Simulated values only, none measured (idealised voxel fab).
process module | voxel wiring stack
cross-section cut | 150 nm wide | cells 5 nm
A cross-section is a grid of square cells, given in bands from the top down. A band is one or more rows of cells.
Each band's line starts with the height of the band's top and of its bottom, in nm. Then come its materials from left to right, each with its width in nm. One material with "throughout" fills the band from edge to edge. "air" is empty space.
Height 0 is the level under which the wafer as received is all one material. The lowest band goes on downwards, as in "0 down".
A width such as "30 to 40" changes by the same amount from each row of cells to the next, from the band's top row to its bottom row.
"no change" after a step means that no cell of the cross-section changed.
closed voids: empty space of 8 cells or more with no open way to the top, each as width x height at its distance from the left edge, in nm
after a step's settings: what the simulator itself notes on the step
overlay nm, on a step with a mask: how far to the right of its planned place the mask lay; to the left if negative
plan
1 op RECEIVE | material Si
2 op CONFORMAL_DEP | material SiO2 | thk nm 10
3 op DIRECTIONAL_DEP | material TiN | thk nm 5
4 op DIRECTIONAL_DEP | material W | thk nm 20
5 op DIRECTIONAL_DEP | material aC | thk nm 15
6 op PATTERN | tone cover | mask id METAL_1 | material resist | width nm 30 | pitch nm 50 | thk nm 30 | overlay nm 0
7 op DIRECTIONAL_ETCH | etch materials aC | depth nm 15
8 op STRIP | etch materials resist
9 op DIRECTIONAL_ETCH | etch materials W | depth nm 20
10 op DIRECTIONAL_ETCH | etch materials TiN | depth nm 5
11 op STRIP | etch materials aC
12 op CONFORMAL_DEP | material SiCN | thk nm 5
13 op FILL_DEP | material SiO2 | thk nm 5
14 op CMP | height nm 35
15 op CONFORMAL_DEP | material SiCN | thk nm 5
16 op DIRECTIONAL_DEP | material lowk | thk nm 20
17 op MASKED_ETCH | tone open | mask id PLUG_1 | width nm 15 | etch materials lowk | depth nm 20 | overlay nm 0
18 op MASKED_ETCH | tone open | mask id PLUG_1 | width nm 15 | etch materials SiCN | depth nm 5 | overlay nm 0
19 op CONFORMAL_DEP | material TiN | thk nm 5
20 op FILL_DEP | material Cu | thk nm 5
21 op CMP | height nm 60
22 op CONFORMAL_DEP | material SiCN | thk nm 5
23 op DIRECTIONAL_DEP | material lowk | thk nm 20
24 op MASKED_ETCH | tone open | mask id METAL_2 | width nm 30 | pitch nm 50 | etch materials lowk | depth nm 20 | overlay nm 0
25 op MASKED_ETCH | tone open | mask id METAL_2 | width nm 20 | pitch nm 50 | etch materials SiCN | depth nm 5 | overlay nm 0
26 op CONFORMAL_DEP | material TiN | thk nm 5
27 op FILL_DEP | material Ru | thk nm 5
28 op CMP | height nm 85
29 op CONFORMAL_DEP | material SiCN | thk nm 5
30 op DIRECTIONAL_DEP | material SiO2 | thk nm 10
31 op PATTERN | tone open | mask id PLUG_2 | material resist | width nm 15 | pitch nm 50 | thk nm 20 | overlay nm 0
32 op DIRECTIONAL_ETCH | etch materials SiO2 | depth nm 10
33 op DIRECTIONAL_ETCH | etch materials SiCN | depth nm 5
34 op STRIP | etch materials resist
35 op CONFORMAL_DEP | material TiN | thk nm 5
36 op FILL_DEP | material Ru | thk nm 10
37 op CMP | height nm 100
38 op CONFORMAL_DEP | material SiN | thk nm 5
39 op DIRECTIONAL_DEP | material SiO2 | thk nm 25
40 op PATTERN | tone open | mask id METAL_3 | material resist | width nm 30 | pitch nm 50 | thk nm 20 | overlay nm 0
41 op DIRECTIONAL_ETCH | etch materials SiO2 | depth nm 25
42 op DIRECTIONAL_ETCH | etch materials SiN | depth nm 5
43 op STRIP | etch materials resist
44 op CONFORMAL_DEP | material TiN | thk nm 5
45 op FILL_DEP | material Cu | thk nm 5
46 op CMP | height nm 130
47 op CONFORMAL_DEP | material SiCN | thk nm 5
varied across the wafers: width nm of step 25. The plan shows the first wafer's value. All wafers start alike
first wafer as received, after step 1
  0 down: Si throughout
  closed voids: none
first wafer at the end, after step 47
  135 to 130: SiCN throughout
  130 to 105: SiO2 35 | TiN 5 | Cu 20 | TiN 5 | SiO2 20 | TiN 5 | Cu 20 | TiN 5 | SiO2 35
  105 to 100: SiN 35 | TiN 30 | SiN 20 | TiN 30 | SiN 35
  100 to 90: SiO2 35 | TiN 5 | Ru 5 | TiN 5 | SiO2 35 | TiN 5 | Ru 5 | TiN 5 | SiO2 50
  90 to 85: SiCN 35 | TiN 15 | SiCN 35 | TiN 15 | SiCN 50
  85 to 70: lowk 35 | TiN 5 | Ru 20 | TiN 5 | lowk 20 | TiN 5 | Ru 20 | TiN 5 | lowk 35
  70 to 65: lowk 35 | TiN 10 | Ru 10 | TiN 10 | lowk 20 | TiN 10 | Ru 10 | TiN 10 | lowk 35
  65 to 60: SiCN 40 | TiN 20 | SiCN 30 | TiN 20 | SiCN 40
  60 to 40: lowk 35 | TiN 5 | Cu 5 | TiN 5 | lowk 100
  40 to 35: SiCN 35 | TiN 15 | SiCN 100
  35 to 15: SiO2 30 | SiCN 5 | W 30 | SiCN 5 | SiO2 10 | SiCN 5 | W 30 | SiCN 5 | SiO2 30
  15 to 10: SiCN 35 | TiN 30 | SiCN 20 | TiN 30 | SiCN 35
  10 to 0: SiO2 throughout
  0 down: Si throughout
  closed voids: none
last wafer at the end
  135 to 130: SiCN throughout
  130 to 105: SiO2 35 | TiN 5 | Cu 20 | TiN 5 | SiO2 20 | TiN 5 | Cu 20 | TiN 5 | SiO2 35
  105 to 100: SiN 35 | TiN 30 | SiN 20 | TiN 30 | SiN 35
  100 to 90: SiO2 35 | TiN 5 | Ru 5 | TiN 5 | SiO2 35 | TiN 5 | Ru 5 | TiN 5 | SiO2 50
  90 to 85: SiCN 35 | TiN 15 | SiCN 35 | TiN 15 | SiCN 50
  85 to 65: lowk 35 | TiN 5 | Ru 20 | TiN 5 | lowk 20 | TiN 5 | Ru 20 | TiN 5 | lowk 35
  65 to 60: SiCN 35 | TiN 30 | SiCN 20 | TiN 30 | SiCN 35
  60 to 40: lowk 35 | TiN 5 | Cu 5 | TiN 5 | lowk 100
  40 to 35: SiCN 35 | TiN 15 | SiCN 100
  35 to 15: SiO2 30 | SiCN 5 | W 30 | SiCN 5 | SiO2 10 | SiCN 5 | W 30 | SiCN 5 | SiO2 30
  15 to 10: SiCN 35 | TiN 30 | SiCN 20 | TiN 30 | SiCN 35
  10 to 0: SiO2 throughout
  0 down: Si throughout
  closed voids: none
each wafer at the end: cells of each material gained (+) or lost (-) since it was received, then its closed voids
width nm 20 | +44 Cu | +32 Ru | +137 SiCN | +18 SiN | +254 SiO2 | +97 TiN | +48 W | +180 lowk | closed voids: none
width nm 25 | +44 Cu | +34 Ru | +135 SiCN | +18 SiN | +254 SiO2 | +97 TiN | +48 W | +180 lowk | closed voids: none
width nm 30 | +44 Cu | +36 Ru | +133 SiCN | +18 SiN | +254 SiO2 | +97 TiN | +48 W | +180 lowk | closed voids: none
width nm 35 | +44 Cu | +36 Ru | +133 SiCN | +18 SiN | +254 SiO2 | +97 TiN | +48 W | +180 lowk | closed voids: none
